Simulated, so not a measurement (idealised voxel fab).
process module | voxel self aligned vias
cross-section cut | 220 nm wide | cells 5 nm
A cross-section is a grid of square cells, given in bands from the top down. A band is one or more rows of cells.
Each band's line starts with the height of the band's top and of its bottom, in nm. Then come its materials from left to right, each with its width in nm. One material with "throughout" fills the band from edge to edge. "air" is empty space.
Height 0 is the level under which the wafer as received is all one material. The lowest band goes on downwards, as in "0 down".
A width such as "30 to 40" changes by the same amount from each row of cells to the next, from the band's top row to its bottom row.
"no change" after a step means that no cell of the cross-section changed.
closed voids: empty space of 8 cells or more with no open way to the top, each as width x height at its distance from the left edge, in nm
after a step's settings: what the simulator itself notes on the step
overlay nm, on a step with a mask: how far to the right of its planned place the mask lay; to the left if negative
plan
1 op RECEIVE | material Si
2 op CONFORMAL_DEP | material SiO2 | thk nm 15
3 op CONFORMAL_DEP | material SiCN | thk nm 5
4 op DIRECTIONAL_DEP | material SiO2 | thk nm 25
5 op DIRECTIONAL_DEP | material aC | thk nm 10
6 op PATTERN | tone open | mask id LINES | material resist | width nm 30 | pitch nm 70 | thk nm 25 | overlay nm 0
7 op DIRECTIONAL_ETCH | etch materials aC | depth nm 10
8 op STRIP | etch materials resist
9 op DIRECTIONAL_ETCH | etch materials SiO2 | depth nm 25
10 op STRIP | etch materials aC
11 op CONFORMAL_DEP | material TiN | thk nm 5
12 op FILL_DEP | material Ru | thk nm 10
13 op CMP | height nm 45
14 op SELECTIVE_ETCH | etch materials W Ru TiN | depth nm 10
15 op FILL_DEP | material SiN | thk nm 10
16 op CMP | height nm 45
17 op DIRECTIONAL_DEP | material SiO2 | thk nm 15
18 op MASKED_ETCH | tone open | mask id VIAS | width nm 50 | pitch nm 70 | etch materials SiO2 | depth nm 15 | overlay nm 0
19 op MASKED_ETCH | tone open | mask id VIAS | width nm 50 | pitch nm 70 | etch materials SiN | depth nm 10 | overlay nm 0
20 op CONFORMAL_DEP | material TiN | thk nm 5
21 op FILL_DEP | material Cu | thk nm 5
22 op CMP | height nm 60
23 op CONFORMAL_DEP | material SiCN | thk nm 5
as received, after step 1
  0 down: Si throughout
  closed voids: none
first wafer at the end, as planned
  65 to 60: SiCN throughout
  60 to 50: SiO2 50 | TiN 5 | Cu 40 | TiN 5 | SiO2 20 | TiN 5 | Cu 40 | TiN 5 | SiO2 50
  50 to 40: SiO2 50 to 60 | TiN 15 to 5 | Cu 20 | TiN 15 to 5 | SiO2 20 to 40 | TiN 15 to 5 | Cu 20 | TiN 15 to 5 | SiO2 50 to 60
  40 to 35: SiO2 60 | TiN 30 | SiO2 40 | TiN 30 | SiO2 60
  35 to 25: SiO2 60 | TiN 5 | Ru 20 | TiN 5 | SiO2 40 | TiN 5 | Ru 20 | TiN 5 | SiO2 60
  25 to 20: SiO2 60 | TiN 30 | SiO2 40 | TiN 30 | SiO2 60
  20 to 15: SiCN throughout
  15 to 0: SiO2 throughout
  0 down: Si throughout
  closed voids: none
second wafer at the end: like start, like plan, one mistake
  65 to 60: SiCN throughout
  60 to 50: SiO2 50 | TiN 5 | Cu 40 | TiN 5 | SiO2 20 | TiN 5 | Cu 40 | TiN 5 | SiO2 50
  50 to 40: SiO2 50 to 60 | TiN 15 to 5 | Cu 20 | TiN 15 to 5 | SiO2 20 to 40 | TiN 15 to 5 | Cu 20 | TiN 15 to 5 | SiO2 50 to 60
  40 to 35: SiO2 60 | TiN 30 | SiO2 40 | TiN 30 | SiO2 60
  35 to 30: SiCN throughout
  30 to 0: SiO2 throughout
  0 down: Si throughout
  closed voids: none
what went wrong: step 2 was run twice
at the end the second wafer has, in cells: 16 fewer of Ru | 36 more of SiO2 | 20 fewer of TiN
